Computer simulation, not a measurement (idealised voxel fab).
A process module follows: voxel gate over fins.
For reference, the cross-section in this document is cut, with width 200 nm and square cells of 5 nm.
Cross-section = grid of square cells, listed top down in bands; band = one or more rows.
Look at the band entry: it leads with the top's height and the bottom's height in nm. Then it lists the materials left to right, with a width in nm for each. The word "edge to edge" on a single material says that material fills the band edge to edge. The word "blank" is empty space.
Heights are expressed relative to 0, this being the level below which the as-received wafer comprises one material exclusively. The lowest band is unbounded in the downward direction and is denoted as in "0 down".
So if you see something like "30->40" for the width, read it as the top row of the band sitting at the first number and the bottom row at the second, with every row in between moving by the same amount as the last.
A step reported as "all unchanged" is a step in which no cell of the cross-section changed.
Basically, "Internal closed voids" tells you about the enclosed voids: empty spaces with no open way to the top, 8 cells or bigger, each written width x height at distance, where distance is from the left edge, all in nm.
That trailing text on a step's line, after the settings, is the simulator's own remark on the step.
Each step line may optionally specify "overlay nm", which for a step with a mask gives the rightward distance between the mask's planned place and where it lay, a negative value indicating the leftward direction.

THE STEPS PLANNED FOR THE PROCESS ARE AS FOLLOWS
| 1 | RECEIVE: material Si |
| 2 | CONFORMAL_DEP: material SiN, thk nm 10 |
| 3 | PATTERN: tone cover, mask id FINS, material resist, width nm 15, pitch nm 60, thk nm 15, overlay nm 0 |
| 4 | DIRECTIONAL_ETCH: etch materials SiN, depth nm 10 |
| 5 | DIRECTIONAL_ETCH: etch materials Si, depth nm 35 |
| 6 | STRIP: etch materials resist |
| 7 | FILL_DEP: material SiO2, thk nm 5 |
| 8 | CMP: height nm 10 |
| 9 | DIRECTIONAL_DEP: material aC, thk nm 15 |
| 10 | PATTERN: tone open, mask id RAIL, material resist, width nm 15, thk nm 30, overlay nm 0 |
| 11 | DIRECTIONAL_ETCH: etch materials aC, depth nm 15 |
| 12 | STRIP: etch materials resist |
| 13 | DIRECTIONAL_ETCH: etch materials SiO2, depth nm 40 |
| 14 | STRIP: etch materials aC |
| 15 | CONFORMAL_DEP: material TiN, thk nm 5 |
| 16 | FILL_DEP: material W, thk nm 5 |
| 17 | CMP: height nm 5 |
| 18 | SELECTIVE_ETCH: etch materials W Ru TiN, depth nm 30 |
| 19 | FILL_DEP: material SiO2, thk nm 5 |
| 20 | CMP: height nm 10 |
| 21 | SELECTIVE_ETCH: etch materials SiO2, depth nm 25 |
| 22 | STRIP: etch materials SiN |
| 23 | CONFORMAL_DEP: material HfO2, thk nm 5 |
| 24 | CONFORMAL_DEP: material TiN, thk nm 5 |
| 25 | CONFORMAL_DEP: material TiAl, thk nm 5 |
| 26 | CONFORMAL_DEP: material TiN, thk nm 5 |
| 27 | FILL_DEP: material W, thk nm 15 |
| 28 | CMP: height nm 30 |
| 29 | CONFORMAL_DEP: material SiCN, thk nm 5 |
The height nm used in step 17 is not the same on every wafer, whereas the starting condition is; the value printed in the plan is the first wafer's.

CROSS-SECTIONAL VIEW OF THE FIRST OF SEVERAL WAFERS IN THE AS-RECEIVED CONDITION, CORRESPONDING TO THE STATE FOLLOWING STEP 1
* 0 down  Si edge to edge
* Internal closed voids: none

AT THE END OF THE MODULE, AFTER ITS LAST STEP, STEP 29, THE FIRST OF SEVERAL WAFERS APPEARS IN CROSS-SECTION AS FOLLOWS
* 35 to 30  SiCN edge to edge
* 30 to 20  W edge to edge
* 20 to 15  W 40 nm | TiN 55 nm | W 5 nm | TiN 55 nm | W 45 nm
* 15 to 10  W 40 nm | TiN 5 nm | TiAl 45 nm | TiN 5 nm | W 5 nm | TiN 5 nm | TiAl 45 nm | TiN 5 nm | W 45 nm
* 10 to 5  W 40 nm | TiN 5 nm | TiAl 5 nm | TiN 35 nm | TiAl 5 nm | TiN 5 nm | W 5 nm | TiN 5 nm | TiAl 5 nm | TiN 35 nm | TiAl 5 nm | TiN 5 nm | W 45 nm
* 5 to 0  TiN 45 nm | TiAl 5 nm | TiN 5 nm | HfO2 25 nm | TiN 5 nm | TiAl 5 nm | TiN 15 nm | TiAl 5 nm | TiN 5 nm | HfO2 25 nm | TiN 5 nm | TiAl 5 nm | TiN 50 nm
* 0 to -5  TiAl 50 nm | TiN 5 nm | HfO2 5 nm | Si 15 nm | HfO2 5 nm | TiN 5 nm | TiAl 25 nm | TiN 5 nm | HfO2 5 nm | Si 15 nm | HfO2 5 nm | TiN 5 nm | TiAl 55 nm
* -5 to -10  TiN 55 nm | HfO2 5 nm | Si 15 nm | HfO2 5 nm | TiN 35 nm | HfO2 5 nm | Si 15 nm | HfO2 5 nm | TiN 60 nm
* -10 to -15  HfO2 60 nm | Si 15 nm | HfO2 45 nm | Si 15 nm | HfO2 65 nm
* -15 to -25  SiO2 60 nm | Si 15 nm | SiO2 45 nm | Si 15 nm | SiO2 65 nm
* -25 to -30  SiO2 60 nm | Si 15 nm | SiO2 15 nm | TiN 15 nm | SiO2 15 nm | Si 15 nm | SiO2 65 nm
* -30 to -35  SiO2 60 nm | Si 15 nm | SiO2 45 nm | Si 15 nm | SiO2 65 nm
* -35 down  Si edge to edge
* Internal closed voids: none

HERE'S THE LAST WAFER CROSS-SECTIONED AT THE END OF THE MODULE
* 35 to 30  SiCN edge to edge
* 30 to 20  W edge to edge
* 20 to 15  W 40 nm | TiN 55 nm | W 5 nm | TiN 55 nm | W 45 nm
* 15 to 10  W 40 nm | TiN 5 nm | TiAl 45 nm | TiN 5 nm | W 5 nm | TiN 5 nm | TiAl 45 nm | TiN 5 nm | W 45 nm
* 10 to 5  W 40 nm | TiN 5 nm | TiAl 5 nm | TiN 35 nm | TiAl 5 nm | TiN 15 nm | TiAl 5 nm | TiN 35 nm | TiAl 5 nm | TiN 5 nm | W 45 nm
* 5 to 0  TiN 45 nm | TiAl 5 nm | TiN 5 nm | HfO2 25 nm | TiN 5 nm | TiAl 25 nm | TiN 5 nm | HfO2 25 nm | TiN 5 nm | TiAl 5 nm | TiN 50 nm
* 0 to -5  TiAl 50 nm | TiN 5 nm | HfO2 5 nm | Si 15 nm | HfO2 5 nm | TiN 35 nm | HfO2 5 nm | Si 15 nm | HfO2 5 nm | TiN 5 nm | TiAl 55 nm
* -5 to -10  TiN 55 nm | HfO2 5 nm | Si 15 nm | HfO2 5 nm | TiN 5 nm | HfO2 25 nm | TiN 5 nm | HfO2 5 nm | Si 15 nm | HfO2 5 nm | TiN 60 nm
* -10 to -15  HfO2 60 nm | Si 15 nm | HfO2 15 nm | TiN 5 nm | W 5 nm | TiN 5 nm | HfO2 15 nm | Si 15 nm | HfO2 65 nm
* -15 to -25  SiO2 60 nm | Si 15 nm | SiO2 15 nm | TiN 5 nm | W 5 nm | TiN 5 nm | SiO2 15 nm | Si 15 nm | SiO2 65 nm
* -25 to -30  SiO2 60 nm | Si 15 nm | SiO2 15 nm | TiN 15 nm | SiO2 15 nm | Si 15 nm | SiO2 65 nm
* -30 to -35  SiO2 60 nm | Si 15 nm | SiO2 45 nm | Si 15 nm | SiO2 65 nm
* -35 down  Si edge to edge
* Internal closed voids: none

HERE IS HOW TO READ THE ROWS: EVERY WAFER HAS A ROW, AND IT SHOWS THE WAFER AT THE END OF THE MODULE, GIVING FOR EACH MATERIAL HOW MANY CELLS WERE GAINED (+) OR LOST (-) SINCE THE WAFER WAS RECEIVED, THEN LISTING ITS CLOSED VOIDS
height nm 5 | +52 HfO2 | -238 Si | +40 SiCN | +133 SiO2 | +52 TiAl | +107 TiN | +134 W | Internal closed voids: none
height nm 10 | +52 HfO2 | -238 Si | +40 SiCN | +130 SiO2 | +52 TiAl | +109 TiN | +135 W | Internal closed voids: none
height nm 15 | +52 HfO2 | -238 Si | +40 SiCN | +127 SiO2 | +52 TiAl | +111 TiN | +136 W | Internal closed voids: none
height nm 20 | +54 HfO2 | -238 Si | +40 SiCN | +127 SiO2 | +50 TiAl | +111 TiN | +136 W | Internal closed voids: none
